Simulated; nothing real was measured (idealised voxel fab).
process module | voxel air gaps
cross-section cut | 245 nm wide | cells 5 nm
A cross-section is a grid of square cells, given in bands from the top down. A band is one or more rows of cells.
Each band's line starts with the height of the band's top and of its bottom, in nm. Then come its materials from left to right, each with its width in nm. One material with "throughout" fills the band from edge to edge. "air" is empty space.
Height 0 is the level under which the wafer as received is all one material. The lowest band goes on downwards, as in "0 down".
A width such as "30 to 40" changes by the same amount from each row of cells to the next, from the band's top row to its bottom row.
"no change" after a step means that no cell of the cross-section changed.
closed voids: empty space of 8 cells or more with no open way to the top, each as width x height at its distance from the left edge, in nm
after a step's settings: what the simulator itself notes on the step
overlay nm, on a step with a mask: how far to the right of its planned place the mask lay; to the left if negative
plan
1 op RECEIVE | material Si
2 op CONFORMAL_DEP | material SiO2 | thk nm 10
3 op CONFORMAL_DEP | material SiCN | thk nm 5
4 op DIRECTIONAL_DEP | material SiO2 | thk nm 40
5 op MASKED_ETCH | tone open | mask id LINES | width nm 25 | pitch nm 50 | etch materials SiO2 | depth nm 40 | overlay nm 0
6 op CONFORMAL_DEP | material TiN | thk nm 5
7 op FILL_DEP | material W | thk nm 5
8 op CMP | height nm 55
9 op EPI | material Ru | thk nm 10
10 op SELECTIVE_ETCH | etch materials SiO2 | depth nm 50
11 op CONFORMAL_DEP | material SiCN | thk nm 5
as received, after step 1
  0 down: Si throughout
  closed voids: none
first wafer at the end, as planned
  70 to 65: air 45 | SiCN 155 | air 45
  65 to 55: air 45 | SiCN 5 | Ru 45 | SiCN 5 | Ru 45 | SiCN 5 | Ru 45 | SiCN 5 | air 45
  55 to 50: air 45 | SiCN 15 | TiN 5 | W 15 | TiN 5 | SiCN 25 | TiN 5 | W 15 | TiN 5 | SiCN 25 | TiN 5 | W 15 | TiN 5 | SiCN 15 | air 45
  50 to 20: air 55 | SiCN 5 | TiN 5 | W 15 | TiN 5 | SiCN 5 | air 15 | SiCN 5 | TiN 5 | W 15 | TiN 5 | SiCN 5 | air 15 | SiCN 5 | TiN 5 | W 15 | TiN 5 | SiCN 5 | air 55
  20 to 15: SiCN 60 | TiN 25 | SiCN 25 | TiN 25 | SiCN 25 | TiN 25 | SiCN 60
  15 to 10: SiCN throughout
  10 to 0: SiO2 throughout
  0 down: Si throughout
  closed voids: 15 x 30 at 90; 15 x 30 at 140
second wafer at the end: like start, like plan, one mistake
  65 to 60: air 50 | SiCN 45 | air 5 | SiCN 45 | air 5 | SiCN 45 | air 50
  60 to 55: air 50 | SiCN 5 | Ru 35 | SiCN 5 | air 5 | SiCN 5 | Ru 35 | SiCN 5 | air 5 | SiCN 5 | Ru 35 | SiCN 5 | air 50
  55 to 50: air 50 | SiCN 10 | TiN 5 | W 15 | TiN 5 | SiCN 10 | air 5 | SiCN 10 | TiN 5 | W 15 | TiN 5 | SiCN 10 | air 5 | SiCN 10 | TiN 5 | W 15 | TiN 5 | SiCN 10 | air 50
  50 to 20: air 55 | SiCN 5 | TiN 5 | W 15 | TiN 5 | SiCN 5 | air 15 | SiCN 5 | TiN 5 | W 15 | TiN 5 | SiCN 5 | air 15 | SiCN 5 | TiN 5 | W 15 | TiN 5 | SiCN 5 | air 55
  20 to 15: SiCN 60 | TiN 25 | SiCN 25 | TiN 25 | SiCN 25 | TiN 25 | SiCN 60
  15 to 10: SiCN throughout
  10 to 0: SiO2 throughout
  0 down: Si throughout
  closed voids: none
what went wrong: step 9 ran as: op EPI | material Ru | thk nm 5
at the end the second wafer has, in cells: 33 fewer of Ru | 10 fewer of SiCN
closed voids at the end (first wafer, second wafer): 2, 0
